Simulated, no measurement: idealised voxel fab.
The document below concerns the process module designated voxel spacer lines.
Cross-sectional view cut (width: 255 nm; square cell size: 5 nm).
This document writes a cross-section as a grid whose cells are square, and gives it as bands, listed from the top down; one or more rows of cells form a band. Within each band entry, the heights of the top and of the bottom of the band appear first, in that order and in nm; the materials of the band then follow from left to right, each with its corresponding width in nm. The designation "full width" on a single material indicates that it fills the band from edge to edge; the designation "empty" indicates empty space. Beneath 0, the wafer as received is one material, and that level is where height counting begins. The lowest band goes on downward without a bottom; it is written like "0 and below". So if you see something like "30 to 40" for the width, read it as the top row of the band sitting at the first number and the bottom row at the second, with every row in between moving by the same amount as the last. "changes: none" means the step left every cell of the cross-section as it was. The entry titled "Unvented internal voids" provides the empty spaces that have no open way to the top, restricted to those of 8 cells or more. Each is presented as width x height at distance, the distance being measured from the left edge, with all three in nm. The remark found on a step's line after its settings is issued by the simulator itself and pertains to that step. overlay nm, on a step with a mask: how far to the right of its planned place the mask lay; to the left if negative.
Steps in the process plan
1. RECEIVE with material Si
2. CONFORMAL_DEP with material Al2O3, thk nm 10
3. DIRECTIONAL_DEP with material polySi, thk nm 15
4. DIRECTIONAL_DEP with material aC, thk nm 20
5. PATTERN with tone cover, mask id MANDREL, material resist, width nm 25, pitch nm 70, thk nm 25, overlay nm 0
6. DIRECTIONAL_ETCH with etch materials aC, depth nm 20
7. STRIP with etch materials resist
8. CONFORMAL_DEP with material SiO2, thk nm 10
9. DIRECTIONAL_ETCH with etch materials SiO2, depth nm 10
10. STRIP with etch materials aC
11. DIRECTIONAL_ETCH with etch materials polySi, depth nm 15
12. STRIP with etch materials SiO2
13. FILL_DEP with material lowk, thk nm 10
14. CMP with height nm 25
As received (post step 1): cross-section
* 0 and below | Si full width
* Unvented internal voids: none
Same starting wafer, same plan as above, one mistake in the execution; this is the cross-section at the end of the module
* 25 down to 10 | lowk 80 nm; polySi 10 nm; lowk 5 nm; polySi 10 nm; lowk 45 nm; polySi 10 nm; lowk 5 nm; polySi 10 nm; lowk 80 nm
* 10 down to 0 | Al2O3 full width
* 0 and below | Si full width
* Unvented internal voids: none
In executing the process, a mistake was made relative to the plan: step 5 was not run as planned; what actually ran was PATTERN with tone open, mask id MANDREL, material resist, width nm 25, pitch nm 70, thk nm 25, overlay nm 0
